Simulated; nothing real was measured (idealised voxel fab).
The process module that follows is named voxel wiring stack.
The width of the displayed cross-section, cut, is 280 nm; its cells are square, with a size of 5 nm.
Square cells in a grid make up a cross-section in this document, and the grid is given as bands, listed from the top down, each one or more rows of cells.
The entry gives the band's vertical extent as a top height and a bottom height in nm, then its horizontal make-up as materials from left to right, each with a width in nm. "blank" stands for empty space; a single material marked "throughout" fills the band edge to edge.
Heights are measured from 0, the level below which the as-received wafer is all one material; the lowest band has no bottom and continues downward, written as in "0 and below".
Graded width ("30 to 40"): value in top row of band = first number; value in bottom row = second number; row-to-row change constant.
Basically "all unchanged" means that step didn't change any cell in the cross-section.
Empty spaces counting at least 8 cells and having no open way to the top are listed in "Encapsulated voids". The notation width x height at distance is used for each, the distance being from the left edge and all three values in nm.
Formally, on a step line, whatever follows the settings is a remark that the simulator itself makes on the step.
Regarding "overlay nm": on a step with a mask, it is the distance the mask lay to the right of its planned place; a negative value places it to the left.
## Steps planned for the process
1. RECEIVE (material Si)
2. CONFORMAL_DEP (material SiO2; thk nm 15)
3. CONFORMAL_DEP (material SiN; thk nm 5)
4. DIRECTIONAL_DEP (material lowk; thk nm 15)
5. DIRECTIONAL_DEP (material aC; thk nm 15)
6. PATTERN (tone open; mask id METAL_1; material resist; width nm 25; pitch nm 55; thk nm 35; overlay nm 0)
7. DIRECTIONAL_ETCH (etch materials aC; depth nm 15)
8. STRIP (etch materials resist)
9. DIRECTIONAL_ETCH (etch materials lowk; depth nm 15)
10. DIRECTIONAL_ETCH (etch materials SiN; depth nm 5)
11. STRIP (etch materials aC)
12. CONFORMAL_DEP (material TiN; thk nm 5)
13. FILL_DEP (material Cu; thk nm 10)
14. CMP (height nm 35)
15. EPI (material Ru; thk nm 5)
16. FILL_DEP (material SiCN; thk nm 5)
17. DIRECTIONAL_DEP (material SiO2; thk nm 25)
18. MASKED_ETCH (tone open; mask id METAL_2; width nm 25; pitch nm 55; etch materials SiO2; depth nm 15; overlay nm 0)
19. PATTERN (tone open; mask id METAL_2_HOLES; material resist; width nm 15; thk nm 20; overlay nm 0)
20. DIRECTIONAL_ETCH (etch materials SiO2; depth nm 10)
21. DIRECTIONAL_ETCH (etch materials SiCN; depth nm 5)
22. STRIP (etch materials resist)
23. CONFORMAL_DEP (material TiN; thk nm 5)
24. FILL_DEP (material Cu; thk nm 5)
25. CMP (height nm 70)
26. CONFORMAL_DEP (material SiCN; thk nm 5)
27. DIRECTIONAL_DEP (material SiO2; thk nm 30)
28. PATTERN (tone open; mask id METAL_3; material resist; width nm 25; pitch nm 55; thk nm 15; overlay nm 0)
29. DIRECTIONAL_ETCH (etch materials SiO2; depth nm 15)
30. STRIP (etch materials resist)
31. PATTERN (tone open; mask id METAL_3_HOLES; material resist; width nm 15; pitch nm 55; thk nm 15; overlay nm 0)
32. DIRECTIONAL_ETCH (etch materials SiO2; depth nm 15)
33. DIRECTIONAL_ETCH (etch materials SiCN; depth nm 5)
34. STRIP (etch materials resist)
35. CONFORMAL_DEP (material TiN; thk nm 5)
36. FILL_DEP (material Ru; thk nm 10)
37. CMP (height nm 105)
38. CONFORMAL_DEP (material SiCN; thk nm 5)
## Cross-section of the wafer as it came to us, i.e., already through step 1
0 and below: Si throughout
Encapsulated voids: none
## What the wafer looks like in cross-section after this module, when it starts as shown above and follows the plan above but one mistake is made in running it
110 down to 105: SiCN throughout
105 down to 95: 100 nm SiO2 / 5 nm TiN / 10 nm Ru / 5 nm TiN / 35 nm SiO2 / 5 nm TiN / 10 nm Ru / 5 nm TiN / 105 nm SiO2
95 down to 90: 100 nm SiO2 / 20 nm TiN / 35 nm SiO2 / 20 nm TiN / 105 nm SiO2
90 down to 75: 105 nm SiO2 / 10 nm TiN / 45 nm SiO2 / 10 nm TiN / 110 nm SiO2
75 down to 70: 105 nm SiCN / 10 nm TiN / 45 nm SiCN / 10 nm TiN / 110 nm SiCN
70 down to 60: 100 nm SiO2 / 5 nm TiN / 15 nm Cu / 5 nm TiN / 30 nm SiO2 / 5 nm TiN / 15 nm Cu / 5 nm TiN / 100 nm SiO2
60 down to 55: 100 nm SiO2 / 5 nm TiN / 5 nm Cu / 15 nm TiN / 30 nm SiO2 / 25 nm TiN / 100 nm SiO2
55 down to 45: 100 nm SiO2 / 5 nm TiN / 5 nm Cu / 5 nm TiN / 165 nm SiO2
45 down to 40: 100 nm SiCN / 15 nm TiN / 165 nm SiCN
40 down to 35: 95 nm SiCN / 35 nm Ru / 20 nm SiCN / 35 nm Ru / 95 nm SiCN
35 down to 20: 100 nm lowk / 5 nm TiN / 15 nm Cu / 5 nm TiN / 30 nm lowk / 5 nm TiN / 15 nm Cu / 5 nm TiN / 100 nm lowk
20 down to 15: 100 nm SiN / 25 nm TiN / 30 nm SiN / 25 nm TiN / 100 nm SiN
15 down to 0: SiO2 throughout
0 and below: Si throughout
Encapsulated voids: none
What was done differently from what was planned? step 28 was not run as planned; what actually ran was PATTERN (tone open; mask id METAL_3; material resist; width nm 15; pitch nm 55; thk nm 15; overlay nm 0)
